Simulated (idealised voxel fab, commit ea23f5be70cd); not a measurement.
Process module under the name voxel transistor to metal
Square cell edge 5 nm, section width 150 nm, ID cut.
The cross-sections in this document take the form of a grid made of square cells. They are written out as bands, in order from top to bottom. Each band consists of one or more rows of cells. Band: top and bottom heights (nm) first, top before bottom; then materials from left to right, widths in nm. "full width" marks a sole material filling the band edge to edge. "air" denotes empty space. For the purposes of this specification, 0 denotes the height below which the wafer in its as-received condition is composed wholly of one material, and the lowermost band, lacking a lower limit, extends downward without end, as expressed in "top 0, no bottom". Top row gets the first number, bottom row gets the second, and each row in between changes by the same step: that is how a band width like "30 to 40" works. "no alterations made" -> step changed no cross-section cell. Look at "Closed void entries" for the closed voids: empty spaces with no open path to the top, sized 8 cells or up. Each is width x height at distance, distance from the left edge, all nm. On a step's line, text after the settings is the simulator commenting on that step. overlay nm: how far to the right of its planned place the mask lay on this masked step (negative: to the left).
[The steps planned for the process are as follows]
step 1: RECEIVE [material Si]
step 2: CONFORMAL_DEP [material SiO2] [thk nm 5]
step 3: CONFORMAL_DEP [material SiN] [thk nm 15]
step 4: MASKED_ETCH [tone cover] [mask id ACTIVE] [width nm 105] [etch materials SiN] [depth nm 15] [overlay nm 0]
step 5: MASKED_ETCH [tone cover] [mask id ACTIVE] [width nm 105] [etch materials SiO2] [depth nm 5] [overlay nm 0]
step 6: MASKED_ETCH [tone cover] [mask id ACTIVE] [width nm 105] [etch materials Si] [depth nm 30] [overlay nm 0]
step 7: FILL_DEP [material SiO2] [thk nm 10]
step 8: CMP [height nm 20]
step 9: SELECTIVE_ETCH [etch materials SiO2] [depth nm 10]
step 10: STRIP [etch materials SiN]
step 11: SELECTIVE_ETCH [etch materials SiO2] [depth nm 5]
step 12: OXIDIZE [depth nm 5]
step 13: DIRECTIONAL_DEP [material polySi] [thk nm 20]
step 14: DIRECTIONAL_DEP [material SiCN] [thk nm 10]
step 15: MASKED_ETCH [tone cover] [mask id GATE] [width nm 25] [etch materials SiCN] [depth nm 20] [overlay nm 0]
step 16: MASKED_ETCH [tone cover] [mask id GATE] [width nm 25] [etch materials polySi] [depth nm 30] [overlay nm 0]
step 17: CONFORMAL_DEP [material SiN] [thk nm 5]
step 18: DIRECTIONAL_ETCH [etch materials SiN] [depth nm 5]
step 19: DIRECTIONAL_ETCH [etch materials SiO2] [depth nm 5]
step 20: EPI [material nSi] [thk nm 5]
step 21: FILL_DEP [material SiO2] [thk nm 10]
step 22: CMP [height nm 30]
step 23: DIRECTIONAL_DEP [material SiO2] [thk nm 10]
step 24: MASKED_ETCH [tone open] [mask id CONTACT] [width nm 15] [pitch nm 80] [etch materials SiO2] [depth nm 40] [overlay nm 0]
step 25: CONFORMAL_DEP [material TiN] [thk nm 5]
step 26: FILL_DEP [material W] [thk nm 10]
step 27: CMP [height nm 40]
step 28: CONFORMAL_DEP [material SiCN] [thk nm 5]
step 29: DIRECTIONAL_DEP [material SiO2] [thk nm 15]
step 30: MASKED_ETCH [tone open] [mask id METAL_1] [width nm 15] [pitch nm 80] [etch materials SiO2] [depth nm 15] [overlay nm 0]
step 31: MASKED_ETCH [tone open] [mask id METAL_1] [width nm 15] [pitch nm 80] [etch materials SiCN] [depth nm 5] [overlay nm 0]
step 32: CONFORMAL_DEP [material TiN] [thk nm 5]
step 33: FILL_DEP [material Cu] [thk nm 10]
step 34: CMP [height nm 60]
step 35: CONFORMAL_DEP [material SiCN] [thk nm 5]
step 36: DIRECTIONAL_DEP [material SiO2] [thk nm 25]
step 37: MASKED_ETCH [tone open] [mask id METAL_2] [width nm 15] [pitch nm 80] [etch materials SiO2] [depth nm 15] [overlay nm 0]
step 38: MASKED_ETCH [tone open] [mask id METAL_2_HOLES] [width nm 15] [pitch nm 80] [etch materials SiO2] [depth nm 10] [overlay nm 0]
step 39: MASKED_ETCH [tone open] [mask id METAL_2_HOLES] [width nm 15] [pitch nm 80] [etch materials SiCN] [depth nm 5] [overlay nm 0]
step 40: CONFORMAL_DEP [material TiN] [thk nm 5]
step 41: FILL_DEP [material Ru] [thk nm 10]
step 42: CMP [height nm 90]
step 43: CONFORMAL_DEP [material SiN] [thk nm 5]
[First out of two wafers; run went to plan]
[Cross-sectional view of the wafer in its as-received condition, corresponding to the state after step 1]
    top 0, no bottom | Si full width
    Closed void entries: none
[State of the wafer after step 2, shown in cross-section]
    top 5, bottom 0 | SiO2 full width
    For the remainder of the cross-section, below 0, there is no change.
[State of the wafer after step 3, shown in cross-section]
    top 20, bottom 5 | SiN full width
    For the remainder of the cross-section, below 5, there is no change.
[State of the wafer after step 4, shown in cross-section]
    top 20, bottom 5 | air=20, SiN=105, air=25
    For the remainder of the cross-section, below 5, there is no change.
[State of the wafer after step 5, shown in cross-section]
    top 20, bottom 5 | air=20, SiN=105, air=25
    top 5, bottom 0 | air=20, SiO2=105, air=25
    For the remainder of the cross-section, below 0, there is no change.
[State of the wafer after step 6, shown in cross-section]
    top 20, bottom 5 | air=20, SiN=105, air=25
    top 5, bottom 0 | air=20, SiO2=105, air=25
    top 0, bottom -30 | air=20, Si=105, air=25
    For the remainder of the cross-section, below -30, there is no change.
[State of the wafer after step 7, shown in cross-section]
    top 30, bottom 20 | SiO2 full width
    top 20, bottom 5 | SiO2=20, SiN=105, SiO2=25
    top 5, bottom 0 | SiO2 full width
    top 0, bottom -30 | SiO2=20, Si=105, SiO2=25
    For the remainder of the cross-section, below -30, there is no change.
[State of the wafer after step 8, shown in cross-section]
    top 20, bottom 5 | SiO2=20, SiN=105, SiO2=25
    For the remainder of the cross-section, below 5, there is no change.
[State of the wafer after step 9, shown in cross-section]
    top 20, bottom 10 | air=20, SiN=105, air=25
    For the remainder of the cross-section, below 10, there is no change.
[State of the wafer after step 10, shown in cross-section]
    top 10, bottom 5 | SiO2=20, air=105, SiO2=25
    For the remainder of the cross-section, below 5, there is no change.
[State of the wafer after step 11, shown in cross-section]
    top 5, bottom 0 | SiO2=15, air=115, SiO2=20
    For the remainder of the cross-section, below 0, there is no change.
[State of the wafer after step 12, shown in cross-section]
    top 5, bottom 0 | SiO2=15, air=115, SiO2=20
    top 0, bottom -5 | SiO2 full width
    For the remainder of the cross-section, below -5, there is no change.
[State of the wafer after step 13, shown in cross-section]
    top 25, bottom 20 | polySi=15, air=115, polySi=20
    top 20, bottom 5 | polySi full width
    top 5, bottom 0 | SiO2=15, polySi=115, SiO2=20
    For the remainder of the cross-section, below 0, there is no change.
[State of the wafer after step 14, shown in cross-section]
    top 35, bottom 30 | SiCN=15, air=115, SiCN=20
    top 30, bottom 25 | SiCN full width
    top 25, bottom 20 | polySi=15, SiCN=115, polySi=20
    For the remainder of the cross-section, below 20, there is no change.
[State of the wafer after step 15, shown in cross-section]
    top 30, bottom 25 | air=60, SiCN=25, air=65
    top 25, bottom 20 | polySi=15, air=45, SiCN=25, air=45, polySi=20
    For the remainder of the cross-section, below 20, there is no change.
[State of the wafer after step 16, shown in cross-section]
    top 30, bottom 20 | air=60, SiCN=25, air=65
    top 20, bottom 5 | air=60, polySi=25, air=65
    top 5, bottom 0 | SiO2=15, air=45, polySi=25, air=45, SiO2=20
    For the remainder of the cross-section, below 0, there is no change.
[State of the wafer after step 17, shown in cross-section]
    top 35, bottom 30 | air=55, SiN=35, air=60
    top 30, bottom 20 | air=55, SiN=5, SiCN=25, SiN=5, air=60
    top 20, bottom 10 | air=55, SiN=5, polySi=25, SiN=5, air=60
    top 10, bottom 5 | SiN=20, air=35, SiN=5, polySi=25, SiN=5, air=35, SiN=25
    top 5, bottom 0 | SiO2=15, SiN=45, polySi=25, SiN=45, SiO2=20
    For the remainder of the cross-section, below 0, there is no change.
[State of the wafer after step 18, shown in cross-section]
    top 30, bottom 20 | air=55, SiN=5, SiCN=25, SiN=5, air=60
    top 20, bottom 5 | air=55, SiN=5, polySi=25, SiN=5, air=60
    top 5, bottom 0 | SiO2=15, SiN=5, air=35, SiN=5, polySi=25, SiN=5, air=35, SiN=5, SiO2=20
    For the remainder of the cross-section, below 0, there is no change.
[State of the wafer after step 19, shown in cross-section]
    top 30, bottom 20 | air=55, SiN=5, SiCN=25, SiN=5, air=60
    top 20, bottom 5 | air=55, SiN=5, polySi=25, SiN=5, air=60
    top 5, bottom 0 | air=15, SiN=5, air=35, SiN=5, polySi=25, SiN=5, air=35, SiN=5, air=20
    top 0, bottom -5 | SiO2=20, air=35, SiO2=35, air=35, SiO2=25
    For the remainder of the cross-section, below -5, there is no change.
[State of the wafer after step 20, shown in cross-section]
    top 30, bottom 20 | air=55, SiN=5, SiCN=25, SiN=5, air=60
    top 20, bottom 5 | air=55, SiN=5, polySi=25, SiN=5, air=60
    top 5, bottom 0 | air=15, SiN=5, air=35, SiN=5, polySi=25, SiN=5, air=35, SiN=5, air=20
    top 0, bottom -5 | SiO2=20, nSi=35, SiO2=35, nSi=35, SiO2=25
    For the remainder of the cross-section, below -5, there is no change.
[State of the wafer after step 21, shown in cross-section]
    top 40, bottom 30 | SiO2 full width
    top 30, bottom 20 | SiO2=55, SiN=5, SiCN=25, SiN=5, SiO2=60
    top 20, bottom 5 | SiO2=55, SiN=5, polySi=25, SiN=5, SiO2=60
    top 5, bottom 0 | SiO2=15, SiN=5, SiO2=35, SiN=5, polySi=25, SiN=5, SiO2=35, SiN=5, SiO2=20
    For the remainder of the cross-section, below 0, there is no change.
[State of the wafer after step 22, shown in cross-section]
    top 30, bottom 20 | SiO2=55, SiN=5, SiCN=25, SiN=5, SiO2=60
    For the remainder of the cross-section, below 20, there is no change.
[State of the wafer after step 23, shown in cross-section]
    top 40, bottom 30 | SiO2 full width
    For the remainder of the cross-section, below 30, there is no change.
[State of the wafer after step 24, shown in cross-section]
    top 40, bottom 30 | SiO2=25, air=15, SiO2=65, air=15, SiO2=30
    top 30, bottom 20 | SiO2=25, air=15, SiO2=15, SiN=5, SiCN=25, SiN=5, SiO2=15, air=15, SiO2=30
    top 20, bottom 5 | SiO2=25, air=15, SiO2=15, SiN=5, polySi=25, SiN=5, SiO2=15, air=15, SiO2=30
    top 5, bottom 0 | SiO2=15, SiN=5, SiO2=5, air=15, SiO2=15, SiN=5, polySi=25, SiN=5, SiO2=15, air=15, SiO2=5, SiN=5, SiO2=20
    For the remainder of the cross-section, below 0, there is no change.
[State of the wafer after step 25, shown in cross-section]
    top 45, bottom 40 | TiN=30, air=5, TiN=75, air=5, TiN=35
    top 40, bottom 30 | SiO2=25, TiN=5, air=5, TiN=5, SiO2=65, TiN=5, air=5, TiN=5, SiO2=30
    top 30, bottom 20 | SiO2=25, TiN=5, air=5, TiN=5, SiO2=15, SiN=5, SiCN=25, SiN=5, SiO2=15, TiN=5, air=5, TiN=5, SiO2=30
    top 20, bottom 5 | SiO2=25, TiN=5, air=5, TiN=5, SiO2=15, SiN=5, polySi=25, SiN=5, SiO2=15, TiN=5, air=5, TiN=5, SiO2=30
    top 5, bottom 0 | SiO2=15, SiN=5, SiO2=5, TiN=15, SiO2=15, SiN=5, polySi=25, SiN=5, SiO2=15, TiN=15, SiO2=5, SiN=5, SiO2=20
    For the remainder of the cross-section, below 0, there is no change.
[State of the wafer after step 26, shown in cross-section]
    top 55, bottom 45 | W full width
    top 45, bottom 40 | TiN=30, W=5, TiN=75, W=5, TiN=35
    top 40, bottom 30 | SiO2=25, TiN=5, W=5, TiN=5, SiO2=65, TiN=5, W=5, TiN=5, SiO2=30
    top 30, bottom 20 | SiO2=25, TiN=5, W=5, TiN=5, SiO2=15, SiN=5, SiCN=25, SiN=5, SiO2=15, TiN=5, W=5, TiN=5, SiO2=30
    top 20, bottom 5 | SiO2=25, TiN=5, W=5, TiN=5, SiO2=15, SiN=5, polySi=25, SiN=5, SiO2=15, TiN=5, W=5, TiN=5, SiO2=30
    For the remainder of the cross-section, below 5, there is no change.
[State of the wafer after step 27, shown in cross-section]
    top 40, bottom 30 | SiO2=25, TiN=5, W=5, TiN=5, SiO2=65, TiN=5, W=5, TiN=5, SiO2=30
    For the remainder of the cross-section, below 30, there is no change.
[State of the wafer after step 28, shown in cross-section]
    top 45, bottom 40 | SiCN full width
    For the remainder of the cross-section, below 40, there is no change.
[State of the wafer after step 29, shown in cross-section]
    top 60, bottom 45 | SiO2 full width
    For the remainder of the cross-section, below 45, there is no change.
[State of the wafer after step 30, shown in cross-section]
    top 60, bottom 45 | SiO2=25, air=15, SiO2=65, air=15, SiO2=30
    For the remainder of the cross-section, below 45, there is no change.
[State of the wafer after step 31, shown in cross-section]
    top 60, bottom 45 | SiO2=25, air=15, SiO2=65, air=15, SiO2=30
    top 45, bottom 40 | SiCN=25, air=15, SiCN=65, air=15, SiCN=30
    For the remainder of the cross-section, below 40, there is no change.
[State of the wafer after step 32, shown in cross-section]
    top 65, bottom 60 | TiN=30, air=5, TiN=75, air=5, TiN=35
    top 60, bottom 45 | SiO2=25, TiN=5, air=5, TiN=5, SiO2=65, TiN=5, air=5, TiN=5, SiO2=30
    top 45, bottom 40 | SiCN=25, TiN=15, SiCN=65, TiN=15, SiCN=30
    For the remainder of the cross-section, below 40, there is no change.
[State of the wafer after step 33, shown in cross-section]
    top 75, bottom 65 | Cu full width
    top 65, bottom 60 | TiN=30, Cu=5, TiN=75, Cu=5, TiN=35
    top 60, bottom 45 | SiO2=25, TiN=5, Cu=5, TiN=5, SiO2=65, TiN=5, Cu=5, TiN=5, SiO2=30
    For the remainder of the cross-section, below 45, there is no change.
[State of the wafer after step 34, shown in cross-section]
    top 60, bottom 45 | SiO2=25, TiN=5, Cu=5, TiN=5, SiO2=65, TiN=5, Cu=5, TiN=5, SiO2=30
    For the remainder of the cross-section, below 45, there is no change.
[State of the wafer after step 35, shown in cross-section]
    top 65, bottom 60 | SiCN full width
    For the remainder of the cross-section, below 60, there is no change.
[State of the wafer after step 36, shown in cross-section]
    top 90, bottom 65 | SiO2 full width
    For the remainder of the cross-section, below 65, there is no change.
[State of the wafer after step 37, shown in cross-section]
    top 90, bottom 75 | SiO2=25, air=15, SiO2=65, air=15, SiO2=30
    For the remainder of the cross-section, below 75, there is no change.
[State of the wafer after step 38, shown in cross-section]
    top 90, bottom 65 | SiO2=25, air=15, SiO2=65, air=15, SiO2=30
    For the remainder of the cross-section, below 65, there is no change.
[State of the wafer after step 39, shown in cross-section]
    top 90, bottom 65 | SiO2=25, air=15, SiO2=65, air=15, SiO2=30
    top 65, bottom 60 | SiCN=25, air=15, SiCN=65, air=15, SiCN=30
    For the remainder of the cross-section, below 60, there is no change.
[State of the wafer after step 40, shown in cross-section]
    top 95, bottom 90 | TiN=30, air=5, TiN=75, air=5, TiN=35
    top 90, bottom 65 | SiO2=25, TiN=5, air=5, TiN=5, SiO2=65, TiN=5, air=5, TiN=5, SiO2=30
    top 65, bottom 60 | SiCN=25, TiN=15, SiCN=65, TiN=15, SiCN=30
    For the remainder of the cross-section, below 60, there is no change.
[State of the wafer after step 41, shown in cross-section]
    top 105, bottom 95 | Ru full width
    top 95, bottom 90 | TiN=30, Ru=5, TiN=75, Ru=5, TiN=35
    top 90, bottom 65 | SiO2=25, TiN=5, Ru=5, TiN=5, SiO2=65, TiN=5, Ru=5, TiN=5, SiO2=30
    For the remainder of the cross-section, below 65, there is no change.
[State of the wafer after step 42, shown in cross-section]
    top 90, bottom 65 | SiO2=25, TiN=5, Ru=5, TiN=5, SiO2=65, TiN=5, Ru=5, TiN=5, SiO2=30
    For the remainder of the cross-section, below 65, there is no change.
[State of the wafer after step 43, shown in cross-section]
    top 95, bottom 90 | SiN full width
    For the remainder of the cross-section, below 90, there is no change.
[What follows concerns the second wafer, which started out like the first and was meant to follow the very same plan; one mistake crept in when it was run, but everything up to and including step 36 is the same as for the first wafer]
[Cross-section of the second wafer at the time step 37 of the plan should have ended]
    top 90, bottom 75 | SiO2=35, air=15, SiO2=65, air=15, SiO2=20
    For the remainder of the cross-section, below 75, there is no change.
[Cross-section of the second wafer at the time step 38 of the plan should have ended]
    top 90, bottom 80 | SiO2=25, air=25, SiO2=55, air=25, SiO2=20
    top 80, bottom 75 | SiO2=35, air=15, SiO2=65, air=15, SiO2=20
    top 75, bottom 65 | SiO2=35, air=5, SiO2=75, air=5, SiO2=30
    For the remainder of the cross-section, below 65, there is no change.
[Cross-section of the second wafer at the time step 39 of the plan should have ended]
    top 90, bottom 80 | SiO2=25, air=25, SiO2=55, air=25, SiO2=20
    top 80, bottom 75 | SiO2=35, air=15, SiO2=65, air=15, SiO2=20
    top 75, bottom 65 | SiO2=35, air=5, SiO2=75, air=5, SiO2=30
    top 65, bottom 60 | SiCN=35, air=5, SiCN=75, air=5, SiCN=30
    For the remainder of the cross-section, below 60, there is no change.
[Cross-section of the second wafer at the time step 40 of the plan should have ended]
    top 95, bottom 90 | TiN=30, air=15, TiN=65, air=15, TiN=25
    top 90, bottom 80 | SiO2=25, TiN=5 to 15, air=15 to 5, TiN=5, SiO2=55, TiN=5 to 15, air=15 to 5, TiN=5, SiO2=20
    top 80, bottom 75 | SiO2=35, TiN=15, SiO2=65, TiN=15, SiO2=20
    top 75, bottom 65 | SiO2=35, TiN=5, SiO2=75, TiN=5, SiO2=30
    top 65, bottom 60 | SiCN=35, TiN=5, SiCN=75, TiN=5, SiCN=30
    For the remainder of the cross-section, below 60, there is no change.
[Cross-section of the second wafer at the time step 41 of the plan should have ended]
    top 105, bottom 95 | Ru full width
    top 95, bottom 90 | TiN=30, Ru=15, TiN=65, Ru=15, TiN=25
    top 90, bottom 80 | SiO2=25, TiN=5 to 15, Ru=15 to 5, TiN=5, SiO2=55, TiN=5 to 15, Ru=15 to 5, TiN=5, SiO2=20
    For the remainder of the cross-section, below 80, there is no change.
[Cross-section of the second wafer at the time step 42 of the plan should have ended]
    top 90, bottom 80 | SiO2=25, TiN=5 to 15, Ru=15 to 5, TiN=5, SiO2=55, TiN=5 to 15, Ru=15 to 5, TiN=5, SiO2=20
    For the remainder of the cross-section, below 80, there is no change.
[Cross-section of the second wafer at the time step 43 of the plan should have ended]
    top 95, bottom 90 | SiN full width
    For the remainder of the cross-section, below 90, there is no change.
What was done differently from what was planned? step 37 deviated from plan and actually ran as MASKED_ETCH [tone open] [mask id METAL_2] [width nm 15] [pitch nm 80] [etch materials SiO2] [depth nm 15] [overlay nm 10]
FYI, end of process, the second wafer has more or fewer cells of some materials than the first: -2 Ru | +4 SiCN | -2 TiN
